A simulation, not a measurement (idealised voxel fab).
A process module follows: voxel self aligned vias.
Pictured: cross-section cut, 190 nm wide, on a grid of 5 nm square cells.
A cross-section is written here as square cells arranged in a grid, and it is given in bands from the top down, each band taking up one or more rows of cells.
For a band, the entry starts with two heights in nm, that of the top and then that of the bottom, and carries on with the band's materials in order from left to right, each alongside its width in nm; the word "throughout" beside a single material means it fills the band edge to edge, and "blank" means empty space.
Zero point of the height axis is 0; under it, received wafer = one material. Lowest band: continues down indefinitely, "0 down".
You'd read "30..40" like this: the band's top row of cells is as wide as the first number, its bottom row is as wide as the second, and going down, every row changes width by the same amount as the row before did.
"everything unchanged" after a step means that no cell of the cross-section changed.
For the entry "Sealed internal cavities", the listed items are empty spaces with no open way to the top whose size is 8 cells or more; each item follows the pattern width x height at distance, where distance is from the left edge and all three are in nm.
If you see something after the settings on a step's line, that's the simulator's own remark about that step.
A step line may carry the setting "overlay nm", which, for steps involving a mask, states the distance by which the mask lay to the right of its intended position; negative values denote displacement to the left.

STEPS PLANNED FOR THE PROCESS
1. RECEIVE | material Si
2. CONFORMAL_DEP | material SiO2 | thk nm 15
3. CONFORMAL_DEP | material SiCN | thk nm 5
4. DIRECTIONAL_DEP | material lowk | thk nm 25
5. PATTERN | tone open | mask id LINES | material resist | width nm 30 | pitch nm 60 | thk nm 20 | overlay nm 0
6. DIRECTIONAL_ETCH | etch materials lowk | depth nm 25
7. STRIP | etch materials resist
8. CONFORMAL_DEP | material TiN | thk nm 5
9. FILL_DEP | material Ru | thk nm 10
10. CMP | height nm 45
11. SELECTIVE_ETCH | etch materials W Ru TiN | depth nm 10
12. FILL_DEP | material SiN | thk nm 5
13. CMP | height nm 45
14. DIRECTIONAL_DEP | material lowk | thk nm 20
15. PATTERN | tone open | mask id VIAS | material resist | width nm 40 | pitch nm 60 | thk nm 20 | overlay nm 0
16. DIRECTIONAL_ETCH | etch materials lowk | depth nm 20
17. DIRECTIONAL_ETCH | etch materials SiN | depth nm 10
18. STRIP | etch materials resist
19. CONFORMAL_DEP | material TiN | thk nm 5
20. FILL_DEP | material Cu | thk nm 10
21. CMP | height nm 65
22. CONFORMAL_DEP | material SiN | thk nm 5

HERE'S WHAT THE WAFER LOOKED LIKE IN CROSS-SECTION WHEN IT ARRIVED - THAT'S AFTER STEP 1
    0 down | Si throughout
    Sealed internal cavities: none

FIRST OF TWO WAFERS AT THE END OF THE MODULE, SHOWN IN CROSS-SECTION; RUN CARRIED OUT AS PLANNED
    70 to 65 | SiN throughout
    65 to 50 | 15 of lowk | 5 of TiN | 30 of Cu | 5 of TiN | 20 of lowk | 5 of TiN | 30 of Cu | 5 of TiN | 20 of lowk | 5 of TiN | 30 of Cu | 5 of TiN | 15 of lowk
    50 to 40 | 15..20 of lowk | 10..5 of TiN | 20 of Cu | 10..5 of TiN | 20..30 of lowk | 10..5 of TiN | 20 of Cu | 10..5 of TiN | 20..30 of lowk | 10..5 of TiN | 20 of Cu | 10..5 of TiN | 15..20 of lowk
    40 to 35 | 20 of lowk | 30 of TiN | 30 of lowk | 30 of TiN | 30 of lowk | 30 of TiN | 20 of lowk
    35 to 25 | 20 of lowk | 5 of TiN | 20 of Ru | 5 of TiN | 30 of lowk | 5 of TiN | 20 of Ru | 5 of TiN | 30 of lowk | 5 of TiN | 20 of Ru | 5 of TiN | 20 of lowk
    25 to 20 | 20 of lowk | 30 of TiN | 30 of lowk | 30 of TiN | 30 of lowk | 30 of TiN | 20 of lowk
    20 to 15 | SiCN throughout
    15 to 0 | SiO2 throughout
    0 down | Si throughout
    Sealed internal cavities: none

WAFER TWO CROSS-SECTION, MODULE END. START AND PLAN UNCHANGED FROM WAFER ONE; ONE MISTAKE MADE DURING THE RUN
    70 to 65 | SiN throughout
    65 to 50 | 15 of lowk | 5 of TiN | 30 of Cu | 5 of TiN | 20 of lowk | 5 of TiN | 30 of Cu | 5 of TiN | 20 of lowk | 5 of TiN | 30 of Cu | 5 of TiN | 15 of lowk
    50 to 45 | 15 of lowk | 40 of TiN | 20 of lowk | 40 of TiN | 20 of lowk | 40 of TiN | 15 of lowk
    45 to 40 | SiCN throughout
    40 to 15 | lowk throughout
    15 to 0 | SiO2 throughout
    0 down | Si throughout
    Sealed internal cavities: none
So what did we get wrong on this run? plan vs actual: 3 and 4 interchanged
Count the cells at the end and the second wafer has more or fewer of some materials than the first: Cu: 24 fewer, Ru: 24 fewer, TiN: 42 fewer, lowk: 90 more
